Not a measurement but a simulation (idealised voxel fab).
Presented below is a process module, voxel tone inversion.
Cross-section cut: width 300 nm, square cells of 5 nm.
Cross-section = grid of square cells, listed top down in bands; band = one or more rows. Per band: top height and bottom height in nm, followed by the left-to-right materials and their widths in nm; "all across" marks a single material spanning edge to edge, "blank" marks empty space. Counting heights begins at 0, where everything beneath is, in the wafer as received, one material. The lowest band has no bottom; it goes on downwards, as "top 0, no bottom" shows. You'd read "30->40" like this: the band's top row of cells is as wide as the first number, its bottom row is as wide as the second, and going down, every row changes width by the same amount as the row before did. "stayed the same" means the step left every cell of the cross-section as it was. Each empty space that has no open way to the top and spans at least 8 cells appears under "Enclosed void entries" as width x height at distance, the distance counted from the left edge, all in nm. On a step's line, text after the settings is the simulator commenting on that step. overlay nm: mask offset rightward from planned place, masked step; negative means leftward offset.
# List of planned process steps
- 1: RECEIVE, material Si
- 2: CONFORMAL_DEP, material SiN, thk nm 10
- 3: DIRECTIONAL_DEP, material aC, thk nm 25
- 4: PATTERN, tone cover, mask id POSTS, material resist, width nm 20, pitch nm 35, thk nm 35, overlay nm -15
- 5: DIRECTIONAL_ETCH, etch materials aC, depth nm 25
- 6: STRIP, etch materials resist
- 7: FILL_DEP, material SiO2, thk nm 5
- 8: CMP, height nm 35
- 9: STRIP, etch materials aC
Same starting wafers, different overlay nm at step 4. Plan value belongs to the first wafer.
# Cross-section of the first of several wafers as received (after step 1)
top 0, no bottom: Si all across
Enclosed void entries: none
# The first of several wafers, seen in cross-section after the module's last step, step 9
top 35, bottom 10: SiO2 105, blank 20, SiO2 15, blank 20, SiO2 140
top 10, bottom 0: SiN all across
top 0, no bottom: Si all across
Enclosed void entries: none
# Here we cross-sectioned the last of the wafers once the module was done
top 35, bottom 10: SiO2 135, blank 20, SiO2 15, blank 20, SiO2 110
top 10, bottom 0: SiN all across
top 0, no bottom: Si all across
Enclosed void entries: none
# Per-wafer rows below. For each material: cells gained (+) or lost (-) since the wafer was received, as of end of module. Then: closed voids
overlay nm -15, +120 SiN, +260 SiO2, Enclosed void entries: none
overlay nm -10, +120 SiN, +260 SiO2, Enclosed void entries: none
overlay nm -5, +120 SiN, +260 SiO2, Enclosed void entries: none
overlay nm 0, +120 SiN, +260 SiO2, Enclosed void entries: none
overlay nm 5, +120 SiN, +260 SiO2, Enclosed void entries: none
overlay nm 10, +120 SiN, +260 SiO2, Enclosed void entries: none
overlay nm 15, +120 SiN, +260 SiO2, Enclosed void entries: none
